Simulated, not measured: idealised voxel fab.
process module | voxel transistor to metal
cross-section cut | 160 nm wide | cells 5 nm
A cross-section is a grid of square cells, given in bands from the top down. A band is one or more rows of cells.
Each band's line starts with the height of the band's top and of its bottom, in nm. Then come its materials from left to right, each with its width in nm. One material with "throughout" fills the band from edge to edge. "air" is empty space.
Height 0 is the level under which the wafer as received is all one material. The lowest band goes on downwards, as in "0 down".
A width such as "30 to 40" changes by the same amount from each row of cells to the next, from the band's top row to its bottom row.
"no change" after a step means that no cell of the cross-section changed.
closed voids: empty space of 8 cells or more with no open way to the top, each as width x height at its distance from the left edge, in nm
after a step's settings: what the simulator itself notes on the step
overlay nm, on a step with a mask: how far to the right of its planned place the mask lay; to the left if negative
plan
1 op RECEIVE | material Si
2 op CONFORMAL_DEP | material SiO2 | thk nm 5
3 op CONFORMAL_DEP | material SiN | thk nm 10
4 op MASKED_ETCH | tone cover | mask id ACTIVE | width nm 100 | etch materials SiN | depth nm 10 | overlay nm 0
5 op MASKED_ETCH | tone cover | mask id ACTIVE | width nm 100 | etch materials SiO2 | depth nm 5 | overlay nm 0
6 op MASKED_ETCH | tone cover | mask id ACTIVE | width nm 100 | etch materials Si | depth nm 20 | overlay nm 0
7 op OXIDIZE | depth nm 5
8 op FILL_DEP | material SiO2 | thk nm 5
9 op CMP | height nm 15
10 op SELECTIVE_ETCH | etch materials SiO2 | depth nm 10
11 op STRIP | etch materials SiN
12 op SELECTIVE_ETCH | etch materials SiO2 | depth nm 5
13 op OXIDIZE | depth nm 5
14 op DIRECTIONAL_DEP | material polySi | thk nm 20
15 op DIRECTIONAL_DEP | material SiCN | thk nm 10
16 op DIRECTIONAL_DEP | material aC | thk nm 15
17 op PATTERN | tone cover | mask id GATE | material resist | width nm 30 | thk nm 30 | overlay nm 0
18 op DIRECTIONAL_ETCH | etch materials aC | depth nm 15
19 op STRIP | etch materials resist
20 op DIRECTIONAL_ETCH | etch materials SiCN | depth nm 20
21 op DIRECTIONAL_ETCH | etch materials polySi | depth nm 30
22 op STRIP | etch materials aC
23 op CONFORMAL_DEP | material SiO2 | thk nm 5
24 op DIRECTIONAL_ETCH | etch materials SiO2 | depth nm 5
25 op CONFORMAL_DEP | material SiN | thk nm 10
26 op DIRECTIONAL_ETCH | etch materials SiN | depth nm 10
27 op DIRECTIONAL_ETCH | etch materials SiO2 | depth nm 5
28 op DIRECTIONAL_ETCH | etch materials Si | depth nm 15
29 op EPI | material SiGe | thk nm 20
30 op FILL_DEP | material SiO2 | thk nm 5
31 op CMP | height nm 20
32 op STRIP | etch materials polySi
33 op SELECTIVE_ETCH | etch materials SiO2 | depth nm 5
34 op CONFORMAL_DEP | material HfO2 | thk nm 5
35 op CONFORMAL_DEP | material TiN | thk nm 5
36 op FILL_DEP | material W | thk nm 5
37 op CMP | height nm 15
38 op DIRECTIONAL_DEP | material SiO2 | thk nm 15
39 op MASKED_ETCH | tone open | mask id CONTACT | width nm 15 | pitch nm 75 | etch materials SiO2 | depth nm 15 | overlay nm 0
40 op CONFORMAL_DEP | material TiN | thk nm 5
41 op FILL_DEP | material Ru | thk nm 10
42 op CMP | height nm 30
43 op DIRECTIONAL_DEP | material TiN | thk nm 5
44 op DIRECTIONAL_DEP | material W | thk nm 15
45 op DIRECTIONAL_DEP | material aC | thk nm 15
46 op PATTERN | tone cover | mask id METAL_1 | material resist | width nm 15 | pitch nm 75 | thk nm 30 | overlay nm 0
47 op DIRECTIONAL_ETCH | etch materials aC | depth nm 15
48 op STRIP | etch materials resist
49 op DIRECTIONAL_ETCH | etch materials W | depth nm 15
50 op DIRECTIONAL_ETCH | etch materials TiN | depth nm 5
51 op STRIP | etch materials aC
52 op FILL_DEP | material lowk | thk nm 10
53 op CMP | height nm 50
54 op CONFORMAL_DEP | material SiN | thk nm 5
varied across the wafers: width nm of step 46. The plan shows the first wafer's value. All wafers start alike
first wafer as received, after step 1
  0 down: Si throughout
  closed voids: none
each wafer at the end: cells of each material gained (+) or lost (-) since it was received, then its closed voids
width nm 15 | +14 HfO2 | +4 Ru | -106 Si | +50 SiGe | +44 SiN | +186 SiO2 | +30 TiN | +26 W | +104 lowk | closed voids: none
width nm 20 | +14 HfO2 | +4 Ru | -106 Si | +50 SiGe | +44 SiN | +186 SiO2 | +32 TiN | +32 W | +96 lowk | closed voids: none
width nm 25 | +14 HfO2 | +4 Ru | -106 Si | +50 SiGe | +44 SiN | +186 SiO2 | +34 TiN | +38 W | +88 lowk | closed voids: none
width nm 30 | +14 HfO2 | +4 Ru | -106 Si | +50 SiGe | +44 SiN | +186 SiO2 | +36 TiN | +44 W | +80 lowk | closed voids: none
